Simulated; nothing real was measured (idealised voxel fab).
Documented hereafter: the process module known as voxel capacitor over wiring.
cross-section cut | 275 nm wide | cells 5 nm
Notation: cross-section as square-cell grid; stated in bands, top first, going down; one or more cell rows per band. First you get the band's top height and its bottom height, in nm, and then the materials it's made of, left to right, with each width in nm. If you see a single material with "edge to edge", that one covers the band edge to edge. "empty" is empty space. Heads up on the height convention: 0 is the point under which the incoming wafer is all one material, and the lowest band has no bottom, it just keeps going down, like "0 -> down". Top row gets the first number, bottom row gets the second, and each row in between changes by the same step: that is how a band width like "30->40" works. What does "nothing changed" mean for a step? It means no cell of the cross-section changed in that step. "Sealed void inventory" contains a list of empty spaces, each no smaller than 8 cells and without an open way to the top, written in the form width x height at distance with the distance from the left edge and all three in nm. If you see something after the settings on a step's line, that's the simulator's own remark about that step. If you see "overlay nm" on a step's line and that step has a mask, it's telling you how far right of where it was planned the mask ended up; a negative number means it went left instead.
### Planned step list for the process
step 1: op RECEIVE | material Si
step 2: op CONFORMAL_DEP | material SiO2 | thk nm 10
step 3: op DIRECTIONAL_DEP | material TiN | thk nm 5
step 4: op DIRECTIONAL_DEP | material W | thk nm 20
step 5: op PATTERN | tone cover | mask id METAL_1 | material resist | width nm 30 | pitch nm 95 | thk nm 15 | overlay nm 0
step 6: op DIRECTIONAL_ETCH | etch materials W | depth nm 20
step 7: op DIRECTIONAL_ETCH | etch materials TiN | depth nm 5
step 8: op STRIP | etch materials resist
step 9: op FILL_DEP | material lowk | thk nm 10
step 10: op CMP | height nm 35
step 11: op CONFORMAL_DEP | material SiCN | thk nm 5
step 12: op DIRECTIONAL_DEP | material lowk | thk nm 10
step 13: op DIRECTIONAL_DEP | material aC | thk nm 15
step 14: op PATTERN | tone open | mask id PLUG_1 | material resist | width nm 15 | thk nm 35 | overlay nm 0
step 15: op DIRECTIONAL_ETCH | etch materials aC | depth nm 15
step 16: op STRIP | etch materials resist
step 17: op DIRECTIONAL_ETCH | etch materials lowk | depth nm 10
step 18: op DIRECTIONAL_ETCH | etch materials SiCN | depth nm 5
step 19: op STRIP | etch materials aC
step 20: op EPI | material Ru | thk nm 10
step 21: op EPI | material Ru | thk nm 5
step 22: op DIRECTIONAL_DEP | material TiN | thk nm 10
step 23: op DIRECTIONAL_DEP | material SiN | thk nm 5
step 24: op DIRECTIONAL_DEP | material TiN | thk nm 5
step 25: op MASKED_ETCH | tone cover | mask id UPPER_PLATE | width nm 70 | etch materials TiN | depth nm 5 | overlay nm 0
step 26: op MASKED_ETCH | tone cover | mask id UPPER_PLATE | width nm 70 | etch materials SiN | depth nm 5 | overlay nm 0
step 27: op MASKED_ETCH | tone cover | mask id LOWER_PLATE | width nm 80 | etch materials TiN | depth nm 10 | overlay nm 0
step 28: op FILL_DEP | material SiO2 | thk nm 15
step 29: op CMP | height nm 80
step 30: op DIRECTIONAL_DEP | material aC | thk nm 10
step 31: op PATTERN | tone open | mask id PLUG_2 | material resist | width nm 15 | thk nm 25 | overlay nm 0
step 32: op DIRECTIONAL_ETCH | etch materials aC | depth nm 10
step 33: op STRIP | etch materials resist
step 34: op DIRECTIONAL_ETCH | etch materials SiO2 | depth nm 10
step 35: op STRIP | etch materials aC
step 36: op CONFORMAL_DEP | material TiN | thk nm 5
step 37: op FILL_DEP | material Cu | thk nm 10
step 38: op CMP | height nm 80
step 39: op CONFORMAL_DEP | material SiCN | thk nm 5
### Step 1 complete: cross-section of the wafer as received
	0 -> down = Si edge to edge
	Sealed void inventory: none
### a wafer at the end: this start, this plan, one mistake
	85 -> 80 = SiCN edge to edge
	80 -> 75 = SiO2=100  TiN=5  Cu=5  TiN=5  SiO2=160
	75 -> 65 = SiO2=100->90  TiN=15->70  SiO2=160->115
	65 -> 60 = SiO2=90  SiN=70  SiO2=115
	60 -> 50 = SiO2=85  TiN=80  SiO2=110
	50 -> 40 = lowk=90  Ru=15  lowk=170
	40 -> 35 = SiCN=90  Ru=15  SiCN=170
	35 -> 15 = lowk=70  W=40  lowk=55  W=40  lowk=70
	15 -> 10 = lowk=70  TiN=40  lowk=55  TiN=40  lowk=70
	10 -> 0 = SiO2 edge to edge
	0 -> down = Si edge to edge
	Sealed void inventory: none
In executing the process, a mistake was made relative to the plan: not per plan at step 5, really ran op PATTERN | tone cover | mask id METAL_1 | material resist | width nm 40 | pitch nm 95 | thk nm 15 | overlay nm 0
